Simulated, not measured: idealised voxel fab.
Documented hereafter: the process module known as voxel quadruple lines.
The cross-section shown here is cut; it is 285 nm wide and divided into square cells measuring 5 nm on a side.
Square cells in a grid make up a cross-section in this document, and the grid is given as bands, listed from the top down, each one or more rows of cells.
Look at the band entry: it leads with the top's height and the bottom's height in nm. Then it lists the materials left to right, with a width in nm for each. The word "full width" on a single material says that material fills the band edge to edge. The word "empty" is empty space.
We count height from 0. Below that, the starting wafer is all one material. The lowest band never ends at the bottom but goes on down; see "0 and below" for how that is written.
Note: "30->40" means the width goes from the first number (top row of the band) to the second number (bottom row) in equal steps per row of cells.
Where the words "same as before" appear for a step, the cross-section shows no cell changed by that step; every cell remained as before.
In "Unvented voids" the enclosed voids are listed, meaning empty spaces of 8 cells or larger without any opening to the top. The form is width x height at distance, distance from the left edge, units nm.
Whatever follows a step's settings on its line is a remark the simulator itself makes about that step.
You can add "overlay nm" to a step's line. For a step with a mask, it describes how far the mask lay to the right of its planned position, and a negative number describes a lay to the left.
### Intended process steps
1: RECEIVE (material Si)
2: CONFORMAL_DEP (material Al2O3; thk nm 5)
3: DIRECTIONAL_DEP (material W; thk nm 15)
4: DIRECTIONAL_DEP (material polySi; thk nm 20)
5: DIRECTIONAL_DEP (material aC; thk nm 25)
6: PATTERN (tone cover; mask id MANDREL; material resist; width nm 30; thk nm 30; overlay nm 0)
7: DIRECTIONAL_ETCH (etch materials aC; depth nm 25)
8: STRIP (etch materials resist)
9: CONFORMAL_DEP (material SiO2; thk nm 10)
10: DIRECTIONAL_ETCH (etch materials SiO2; depth nm 10)
11: STRIP (etch materials aC)
12: DIRECTIONAL_ETCH (etch materials polySi; depth nm 20)
13: STRIP (etch materials SiO2)
14: CONFORMAL_DEP (material SiN; thk nm 10)
15: DIRECTIONAL_ETCH (etch materials SiN; depth nm 10)
16: STRIP (etch materials polySi)
17: DIRECTIONAL_ETCH (etch materials W; depth nm 15)
18: STRIP (etch materials SiN)
19: FILL_DEP (material lowk; thk nm 5)
20: CMP (height nm 20)
### Account of the first of two wafers, which was processed as intended
### Wafer at receipt (post step 1), cross-section
    0 and below: Si full width
    Unvented voids: none
### So this is the wafer cross-section right after step 2
    5 down to 0: Al2O3 full width
    Below 0, the layers are the same as they were.
### So this is the wafer cross-section right after step 3
    20 down to 5: W full width
    Below 5, the layers are the same as they were.
### So this is the wafer cross-section right after step 4
    40 down to 20: polySi full width
    Below 20, the layers are the same as they were.
### So this is the wafer cross-section right after step 5
    65 down to 40: aC full width
    Below 40, the layers are the same as they were.
### So this is the wafer cross-section right after step 6
    95 down to 65: 125 nm empty / 30 nm resist / 130 nm empty
    Below 65, the layers are the same as they were.
### So this is the wafer cross-section right after step 7
    70 down to 65: 125 nm empty / 30 nm resist / 130 nm empty
    65 down to 40: 125 nm empty / 30 nm aC / 130 nm empty
    Below 40, the layers are the same as they were.
### So this is the wafer cross-section right after step 8
    65 down to 40: 125 nm empty / 30 nm aC / 130 nm empty
    Below 40, the layers are the same as they were.
### So this is the wafer cross-section right after step 9
    75 down to 65: 115 nm empty / 50 nm SiO2 / 120 nm empty
    65 down to 50: 115 nm empty / 10 nm SiO2 / 30 nm aC / 10 nm SiO2 / 120 nm empty
    50 down to 40: 125 nm SiO2 / 30 nm aC / 130 nm SiO2
    Below 40, the layers are the same as they were.
### So this is the wafer cross-section right after step 10
    65 down to 40: 115 nm empty / 10 nm SiO2 / 30 nm aC / 10 nm SiO2 / 120 nm empty
    Below 40, the layers are the same as they were.
### So this is the wafer cross-section right after step 11
    65 down to 40: 115 nm empty / 10 nm SiO2 / 30 nm empty / 10 nm SiO2 / 120 nm empty
    Below 40, the layers are the same as they were.
### So this is the wafer cross-section right after step 12
    65 down to 40: 115 nm empty / 10 nm SiO2 / 30 nm empty / 10 nm SiO2 / 120 nm empty
    40 down to 20: 115 nm empty / 10 nm polySi / 30 nm empty / 10 nm polySi / 120 nm empty
    Below 20, the layers are the same as they were.
### So this is the wafer cross-section right after step 13
    40 down to 20: 115 nm empty / 10 nm polySi / 30 nm empty / 10 nm polySi / 120 nm empty
    Below 20, the layers are the same as they were.
### So this is the wafer cross-section right after step 14
    50 down to 40: 105 nm empty / 30 nm SiN / 10 nm empty / 30 nm SiN / 110 nm empty
    40 down to 30: 105 nm empty / 10 nm SiN / 10 nm polySi / 10 nm SiN / 10 nm empty / 10 nm SiN / 10 nm polySi / 10 nm SiN / 110 nm empty
    30 down to 20: 115 nm SiN / 10 nm polySi / 30 nm SiN / 10 nm polySi / 120 nm SiN
    Below 20, the layers are the same as they were.
### So this is the wafer cross-section right after step 15
    40 down to 20: 105 nm empty / 10 nm SiN / 10 nm polySi / 10 nm SiN / 10 nm empty / 10 nm SiN / 10 nm polySi / 10 nm SiN / 110 nm empty
    Below 20, the layers are the same as they were.
### So this is the wafer cross-section right after step 16
    40 down to 20: 105 nm empty / 10 nm SiN / 10 nm empty / 10 nm SiN / 10 nm empty / 10 nm SiN / 10 nm empty / 10 nm SiN / 110 nm empty
    Below 20, the layers are the same as they were.
### So this is the wafer cross-section right after step 17
    40 down to 20: 105 nm empty / 10 nm SiN / 10 nm empty / 10 nm SiN / 10 nm empty / 10 nm SiN / 10 nm empty / 10 nm SiN / 110 nm empty
    20 down to 5: 105 nm empty / 10 nm W / 10 nm empty / 10 nm W / 10 nm empty / 10 nm W / 10 nm empty / 10 nm W / 110 nm empty
    Below 5, the layers are the same as they were.
### So this is the wafer cross-section right after step 18
    20 down to 5: 105 nm empty / 10 nm W / 10 nm empty / 10 nm W / 10 nm empty / 10 nm W / 10 nm empty / 10 nm W / 110 nm empty
    Below 5, the layers are the same as they were.
### So this is the wafer cross-section right after step 19
    25 down to 20: lowk full width
    20 down to 5: 105 nm lowk / 10 nm W / 10 nm lowk / 10 nm W / 10 nm lowk / 10 nm W / 10 nm lowk / 10 nm W / 110 nm lowk
    Below 5, the layers are the same as they were.
### So this is the wafer cross-section right after step 20
    20 down to 5: 105 nm lowk / 10 nm W / 10 nm lowk / 10 nm W / 10 nm lowk / 10 nm W / 10 nm lowk / 10 nm W / 110 nm lowk
    Below 5, the layers are the same as they were.
### Regarding the second of the two wafers: it shared the first wafer's starting condition and process plan, yet one error occurred during its execution. Its history coincides with that of the first wafer up to and including step 5
### Cross-section: second wafer, time at which step 6 was scheduled to end
    95 down to 65: 125 nm resist / 30 nm empty / 130 nm resist
    Below 65, the layers are the same as they were.
### Cross-section: second wafer, time at which step 7 was scheduled to end
    70 down to 65: 125 nm resist / 30 nm empty / 130 nm resist
    65 down to 40: 125 nm aC / 30 nm empty / 130 nm aC
    Below 40, the layers are the same as they were.
### Cross-section: second wafer, time at which step 8 was scheduled to end
    65 down to 40: 125 nm aC / 30 nm empty / 130 nm aC
    Below 40, the layers are the same as they were.
### Cross-section: second wafer, time at which step 9 was scheduled to end
    75 down to 65: 135 nm SiO2 / 10 nm empty / 140 nm SiO2
    65 down to 50: 125 nm aC / 10 nm SiO2 / 10 nm empty / 10 nm SiO2 / 130 nm aC
    50 down to 40: 125 nm aC / 30 nm SiO2 / 130 nm aC
    Below 40, the layers are the same as they were.
### Cross-section: second wafer, time at which step 10 was scheduled to end
    65 down to 40: 125 nm aC / 10 nm SiO2 / 10 nm empty / 10 nm SiO2 / 130 nm aC
    Below 40, the layers are the same as they were.
### Cross-section: second wafer, time at which step 11 was scheduled to end
    65 down to 40: 125 nm empty / 10 nm SiO2 / 10 nm empty / 10 nm SiO2 / 130 nm empty
    Below 40, the layers are the same as they were.
### Cross-section: second wafer, time at which step 12 was scheduled to end
    65 down to 40: 125 nm empty / 10 nm SiO2 / 10 nm empty / 10 nm SiO2 / 130 nm empty
    40 down to 20: 125 nm empty / 10 nm polySi / 10 nm empty / 10 nm polySi / 130 nm empty
    Below 20, the layers are the same as they were.
### Cross-section: second wafer, time at which step 13 was scheduled to end
    40 down to 20: 125 nm empty / 10 nm polySi / 10 nm empty / 10 nm polySi / 130 nm empty
    Below 20, the layers are the same as they were.
### Cross-section: second wafer, time at which step 14 was scheduled to end
    50 down to 40: 115 nm empty / 50 nm SiN / 120 nm empty
    40 down to 30: 115 nm empty / 10 nm SiN / 10 nm polySi / 10 nm SiN / 10 nm polySi / 10 nm SiN / 120 nm empty
    30 down to 20: 125 nm SiN / 10 nm polySi / 10 nm SiN / 10 nm polySi / 130 nm SiN
    Below 20, the layers are the same as they were.
### Cross-section: second wafer, time at which step 15 was scheduled to end
    40 down to 20: 115 nm empty / 10 nm SiN / 10 nm polySi / 10 nm SiN / 10 nm polySi / 10 nm SiN / 120 nm empty
    Below 20, the layers are the same as they were.
### Cross-section: second wafer, time at which step 16 was scheduled to end
    40 down to 20: 115 nm empty / 10 nm SiN / 10 nm empty / 10 nm SiN / 10 nm empty / 10 nm SiN / 120 nm empty
    Below 20, the layers are the same as they were.
### Cross-section: second wafer, time at which step 17 was scheduled to end
    40 down to 20: 115 nm empty / 10 nm SiN / 10 nm empty / 10 nm SiN / 10 nm empty / 10 nm SiN / 120 nm empty
    20 down to 5: 115 nm empty / 10 nm W / 10 nm empty / 10 nm W / 10 nm empty / 10 nm W / 120 nm empty
    Below 5, the layers are the same as they were.
### Cross-section: second wafer, time at which step 18 was scheduled to end
    20 down to 5: 115 nm empty / 10 nm W / 10 nm empty / 10 nm W / 10 nm empty / 10 nm W / 120 nm empty
    Below 5, the layers are the same as they were.
### Cross-section: second wafer, time at which step 19 was scheduled to end
    25 down to 20: lowk full width
    20 down to 5: 115 nm lowk / 10 nm W / 10 nm lowk / 10 nm W / 10 nm lowk / 10 nm W / 120 nm lowk
    Below 5, the layers are the same as they were.
### Cross-section: second wafer, time at which step 20 was scheduled to end
    20 down to 5: 115 nm lowk / 10 nm W / 10 nm lowk / 10 nm W / 10 nm lowk / 10 nm W / 120 nm lowk
    Below 5, the layers are the same as they were.
what went wrong: contrary to plan, step 6 was performed as PATTERN (tone open; mask id MANDREL; material resist; width nm 30; thk nm 30; overlay nm 0)
FYI, end of process, the second wafer has more or fewer cells of some materials than the first: W: 6 fewer | lowk: 6 more
